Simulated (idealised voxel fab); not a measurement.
Proc. module: voxel wiring stack
In the cross-section labelled cut, the width is 205 nm and each square cell is 5 nm.
A cross-section is written here as square cells arranged in a grid, and it is given in bands from the top down, each band taking up one or more rows of cells.
This entry defines a band. It first specifies the height of the band's top and the height of its bottom in nm, and then specifies the band's materials from left to right, stating each material with its width in nm. The word "all across" identifies a single material that fills the band from edge to edge, while the word "air" identifies empty space.
Measure heights from 0. That's the level where, below it, the as-received wafer is all one material. The lowest band is bottomless and extends downward; write it as in "0 -> down".
Graded width ("30->40"): value in top row of band = first number; value in bottom row = second number; row-to-row change constant.
When a step is marked "stayed the same", none of the cells in the cross-section changed during that step.
Closed empty spaces (no open way to the top) of 8 cells or more are what "Voids, fully enclosed" lists, each as width x height at distance from the left edge, nm for all three.
On each step's line, the part that comes after the settings is the simulator's own comment on the step.
Among the settings permitted on a step's line is "overlay nm"; applied to a step with a mask, it specifies the extent to which the mask lay to the right of its planned position, whereas a negative figure signifies a position to the left.

-- Steps in the process plan
1 RECEIVE [material Si]
2 CONFORMAL_DEP [material SiO2] [thk nm 15]
3 DIRECTIONAL_DEP [material TiN] [thk nm 5]
4 DIRECTIONAL_DEP [material W] [thk nm 15]
5 MASKED_ETCH [tone cover] [mask id METAL_1] [width nm 25] [pitch nm 55] [etch materials W] [depth nm 15] [overlay nm -15]
6 MASKED_ETCH [tone cover] [mask id METAL_1] [width nm 25] [pitch nm 55] [etch materials TiN] [depth nm 5] [overlay nm 0]
7 CONFORMAL_DEP [material SiCN] [thk nm 5]
8 FILL_DEP [material SiO2] [thk nm 10]
9 CMP [height nm 35]
10 CONFORMAL_DEP [material SiCN] [thk nm 5]
11 DIRECTIONAL_DEP [material SiO2] [thk nm 20]
12 PATTERN [tone open] [mask id PLUG_1] [material resist] [width nm 15] [pitch nm 55] [thk nm 15] [overlay nm 0]
13 DIRECTIONAL_ETCH [etch materials SiO2] [depth nm 20]
14 DIRECTIONAL_ETCH [etch materials SiCN] [depth nm 5]
15 STRIP [etch materials resist]
16 CONFORMAL_DEP [material TiN] [thk nm 5]
17 FILL_DEP [material Cu] [thk nm 5]
18 CMP [height nm 60]
19 CONFORMAL_DEP [material SiCN] [thk nm 5]
20 DIRECTIONAL_DEP [material lowk] [thk nm 15]
21 DIRECTIONAL_DEP [material aC] [thk nm 10]
22 PATTERN [tone open] [mask id METAL_2] [material resist] [width nm 25] [pitch nm 55] [thk nm 25] [overlay nm 0]
23 DIRECTIONAL_ETCH [etch materials aC] [depth nm 10]
24 STRIP [etch materials resist]
25 DIRECTIONAL_ETCH [etch materials lowk] [depth nm 15]
26 DIRECTIONAL_ETCH [etch materials SiCN] [depth nm 5]
27 STRIP [etch materials aC]
28 CONFORMAL_DEP [material TiN] [thk nm 5]
29 FILL_DEP [material Cu] [thk nm 10]
30 CMP [height nm 80]
31 CONFORMAL_DEP [material SiCN] [thk nm 5]
32 DIRECTIONAL_DEP [material SiO2] [thk nm 15]
33 PATTERN [tone open] [mask id PLUG_2] [material resist] [width nm 15] [pitch nm 55] [thk nm 20] [overlay nm 0]
34 DIRECTIONAL_ETCH [etch materials SiO2] [depth nm 15]
35 DIRECTIONAL_ETCH [etch materials SiCN] [depth nm 5]
36 STRIP [etch materials resist]
37 EPI [material Ru] [thk nm 10]
38 EPI [material Ru] [thk nm 10]
39 CONFORMAL_DEP [material SiCN] [thk nm 5]
40 DIRECTIONAL_DEP [material SiO2] [thk nm 20]
41 DIRECTIONAL_DEP [material aC] [thk nm 10]
42 PATTERN [tone open] [mask id METAL_3] [material resist] [width nm 25] [pitch nm 55] [thk nm 25] [overlay nm 0]
43 DIRECTIONAL_ETCH [etch materials aC] [depth nm 10]
44 STRIP [etch materials resist]
45 DIRECTIONAL_ETCH [etch materials SiO2] [depth nm 20]
46 DIRECTIONAL_ETCH [etch materials SiCN] [depth nm 5]
47 STRIP [etch materials aC]
48 CONFORMAL_DEP [material TiN] [thk nm 5]
49 FILL_DEP [material Ru] [thk nm 10]
50 CMP [height nm 125]
51 CONFORMAL_DEP [material SiN] [thk nm 5]
For this document, wafers share an identical start and vary in the step 5 overlay nm; the plan quotes the first wafer's value.

-- First of several wafers, received after step 1, in cross-section
* 0 -> down = Si all across
* Voids, fully enclosed: none

-- The table below has one row for each wafer; a row shows, as of the end of the module, how many cells of each material the wafer has gained, marked (+), or lost, marked (-), since it was received, and then the wafer's closed voids
overlay nm -15, +26 Cu, +48 Ru, +175 SiCN, +41 SiN, +567 SiO2, +86 TiN, +30 W, +93 lowk, Voids, fully enclosed: none
overlay nm -10, +26 Cu, +48 Ru, +175 SiCN, +41 SiN, +569 SiO2, +84 TiN, +30 W, +93 lowk, Voids, fully enclosed: none
overlay nm -5, +26 Cu, +48 Ru, +175 SiCN, +41 SiN, +571 SiO2, +82 TiN, +30 W, +93 lowk, Voids, fully enclosed: none
overlay nm 0, +26 Cu, +48 Ru, +175 SiCN, +41 SiN, +573 SiO2, +80 TiN, +30 W, +93 lowk, Voids, fully enclosed: none
overlay nm 5, +26 Cu, +48 Ru, +175 SiCN, +41 SiN, +571 SiO2, +82 TiN, +30 W, +93 lowk, Voids, fully enclosed: none
overlay nm 10, +26 Cu, +48 Ru, +175 SiCN, +41 SiN, +569 SiO2, +84 TiN, +30 W, +93 lowk, Voids, fully enclosed: none
overlay nm 15, +26 Cu, +48 Ru, +175 SiCN, +41 SiN, +567 SiO2, +86 TiN, +30 W, +93 lowk, Voids, fully enclosed: none
